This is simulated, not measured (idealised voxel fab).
The following is a process module called voxel plated lines.
165 nm wide, 5 nm square cells: that's cross-section cut.
Cross-section layout: square cells on a grid; listed as bands, top to bottom; a band spans one or more cell rows.
Read a band's entry like this: the first values are the height of its top and the height of its bottom in nm, and what follows is the sequence of materials from left to right, each with its width in nm. Note that "air" is empty space, and that a single material marked "throughout" reaches across the band from edge to edge.
Basically, 0 is our baseline, since under it the wafer straight out of the box is all one material. The bottom band has no lower end and keeps on going down, so it looks like "0 nm and below".
Width spec "30..40" -> top row of cells at first value, bottom row at second value, equal per-row change in between.
Where a step carries "remained unchanged", the cross-section came out of it unchanged, cell for cell.
"Cavities, closed" means: voids of 8 cells or more that are shut off from the top with no open way through. Written width x height at distance, distance from the left edge, in nm.
On a step's line, text after the settings is the simulator commenting on that step.
overlay nm: on a step with a mask, how far right of its planned place the mask lay; negative means left.
PROCESS STEPS - PLAN
| 1 | op RECEIVE | material Si |
| 2 | op CONFORMAL_DEP | material Al2O3 | thk nm 10 |
| 3 | op DIRECTIONAL_DEP | material TiN | thk nm 5 |
| 4 | op PATTERN | tone open | mask id LINES | material resist | width nm 15 | pitch nm 40 | thk nm 35 | overlay nm 0 |
| 5 | op EPI | material Ru | thk nm 5 |
| 6 | op EPI | material Ru | thk nm 10 |
| 7 | op EPI | material Ru | thk nm 10 |
| 8 | op STRIP | etch materials resist |
| 9 | op DIRECTIONAL_ETCH | etch materials TiN | depth nm 5 |
| 10 | op CONFORMAL_DEP | material SiO2 | thk nm 10 |
OF TWO WAFERS, THE FIRST: RUN ACCORDING TO PLAN
WAFER AT RECEIPT (POST STEP 1), CROSS-SECTION
0 nm and below = Si throughout
Cavities, closed: none
CROSS-SECTION OF THE WAFER SUBSEQUENT TO STEP 2
10 nm to 0 nm = Al2O3 throughout
Lower than 0, everything is as it was.
CROSS-SECTION OF THE WAFER SUBSEQUENT TO STEP 3
15 nm to 10 nm = TiN throughout
Lower than 10, everything is as it was.
CROSS-SECTION OF THE WAFER SUBSEQUENT TO STEP 4
50 nm to 15 nm = 35 resist | 15 air | 25 resist | 15 air | 25 resist | 15 air | 35 resist
Lower than 15, everything is as it was.
CROSS-SECTION OF THE WAFER SUBSEQUENT TO STEP 5
50 nm to 20 nm = 35 resist | 15 air | 25 resist | 15 air | 25 resist | 15 air | 35 resist
20 nm to 15 nm = 35 resist | 15 Ru | 25 resist | 15 Ru | 25 resist | 15 Ru | 35 resist
Lower than 15, everything is as it was.
CROSS-SECTION OF THE WAFER SUBSEQUENT TO STEP 6
50 nm to 30 nm = 35 resist | 15 air | 25 resist | 15 air | 25 resist | 15 air | 35 resist
30 nm to 15 nm = 35 resist | 15 Ru | 25 resist | 15 Ru | 25 resist | 15 Ru | 35 resist
Lower than 15, everything is as it was.
CROSS-SECTION OF THE WAFER SUBSEQUENT TO STEP 7
50 nm to 40 nm = 35 resist | 15 air | 25 resist | 15 air | 25 resist | 15 air | 35 resist
40 nm to 15 nm = 35 resist | 15 Ru | 25 resist | 15 Ru | 25 resist | 15 Ru | 35 resist
Lower than 15, everything is as it was.
CROSS-SECTION OF THE WAFER SUBSEQUENT TO STEP 8
40 nm to 15 nm = 35 air | 15 Ru | 25 air | 15 Ru | 25 air | 15 Ru | 35 air
Lower than 15, everything is as it was.
CROSS-SECTION OF THE WAFER SUBSEQUENT TO STEP 9
40 nm to 15 nm = 35 air | 15 Ru | 25 air | 15 Ru | 25 air | 15 Ru | 35 air
15 nm to 10 nm = 35 air | 15 TiN | 25 air | 15 TiN | 25 air | 15 TiN | 35 air
Lower than 10, everything is as it was.
CROSS-SECTION OF THE WAFER SUBSEQUENT TO STEP 10
50 nm to 40 nm = 25 air | 35 SiO2 | 5 air | 35 SiO2 | 5 air | 35 SiO2 | 25 air
40 nm to 20 nm = 25 air | 10 SiO2 | 15 Ru | 10 SiO2 | 5 air | 10 SiO2 | 15 Ru | 10 SiO2 | 5 air | 10 SiO2 | 15 Ru | 10 SiO2 | 25 air
20 nm to 15 nm = 35 SiO2 | 15 Ru | 25 SiO2 | 15 Ru | 25 SiO2 | 15 Ru | 35 SiO2
15 nm to 10 nm = 35 SiO2 | 15 TiN | 25 SiO2 | 15 TiN | 25 SiO2 | 15 TiN | 35 SiO2
Lower than 10, everything is as it was.
SECOND WAFER, SAME STARTING STATE AND PLAN AS THE FIRST, ONE MISTAKE IN THE RUN, IDENTICAL THROUGH STEP 2
CROSS-SECTION OF THE SECOND WAFER CORRESPONDING TO THE PLANNED CONCLUSION OF STEP 3
25 nm to 10 nm = TiN throughout
Lower than 10, everything is as it was.
CROSS-SECTION OF THE SECOND WAFER CORRESPONDING TO THE PLANNED CONCLUSION OF STEP 4
60 nm to 25 nm = 35 resist | 15 air | 25 resist | 15 air | 25 resist | 15 air | 35 resist
Lower than 25, everything is as it was.
CROSS-SECTION OF THE SECOND WAFER CORRESPONDING TO THE PLANNED CONCLUSION OF STEP 5
60 nm to 30 nm = 35 resist | 15 air | 25 resist | 15 air | 25 resist | 15 air | 35 resist
30 nm to 25 nm = 35 resist | 15 Ru | 25 resist | 15 Ru | 25 resist | 15 Ru | 35 resist
Lower than 25, everything is as it was.
CROSS-SECTION OF THE SECOND WAFER CORRESPONDING TO THE PLANNED CONCLUSION OF STEP 6
60 nm to 40 nm = 35 resist | 15 air | 25 resist | 15 air | 25 resist | 15 air | 35 resist
40 nm to 25 nm = 35 resist | 15 Ru | 25 resist | 15 Ru | 25 resist | 15 Ru | 35 resist
Lower than 25, everything is as it was.
CROSS-SECTION OF THE SECOND WAFER CORRESPONDING TO THE PLANNED CONCLUSION OF STEP 7
60 nm to 50 nm = 35 resist | 15 air | 25 resist | 15 air | 25 resist | 15 air | 35 resist
50 nm to 25 nm = 35 resist | 15 Ru | 25 resist | 15 Ru | 25 resist | 15 Ru | 35 resist
Lower than 25, everything is as it was.
CROSS-SECTION OF THE SECOND WAFER CORRESPONDING TO THE PLANNED CONCLUSION OF STEP 8
50 nm to 25 nm = 35 air | 15 Ru | 25 air | 15 Ru | 25 air | 15 Ru | 35 air
Lower than 25, everything is as it was.
CROSS-SECTION OF THE SECOND WAFER CORRESPONDING TO THE PLANNED CONCLUSION OF STEP 9
50 nm to 25 nm = 35 air | 15 Ru | 25 air | 15 Ru | 25 air | 15 Ru | 35 air
25 nm to 20 nm = 35 air | 15 TiN | 25 air | 15 TiN | 25 air | 15 TiN | 35 air
Lower than 20, everything is as it was.
CROSS-SECTION OF THE SECOND WAFER CORRESPONDING TO THE PLANNED CONCLUSION OF STEP 10
60 nm to 50 nm = 25 air | 35 SiO2 | 5 air | 35 SiO2 | 5 air | 35 SiO2 | 25 air
50 nm to 30 nm = 25 air | 10 SiO2 | 15 Ru | 10 SiO2 | 5 air | 10 SiO2 | 15 Ru | 10 SiO2 | 5 air | 10 SiO2 | 15 Ru | 10 SiO2 | 25 air
30 nm to 25 nm = 35 SiO2 | 15 Ru | 25 SiO2 | 15 Ru | 25 SiO2 | 15 Ru | 35 SiO2
25 nm to 20 nm = 35 SiO2 | 15 TiN | 25 SiO2 | 15 TiN | 25 SiO2 | 15 TiN | 35 SiO2
Lower than 20, everything is as it was.
What was done differently from what was planned? step 3 deviated from plan and actually ran as op DIRECTIONAL_DEP | material TiN | thk nm 15
Final cells, second wafer relative to first, materials higher or lower: +66 TiN
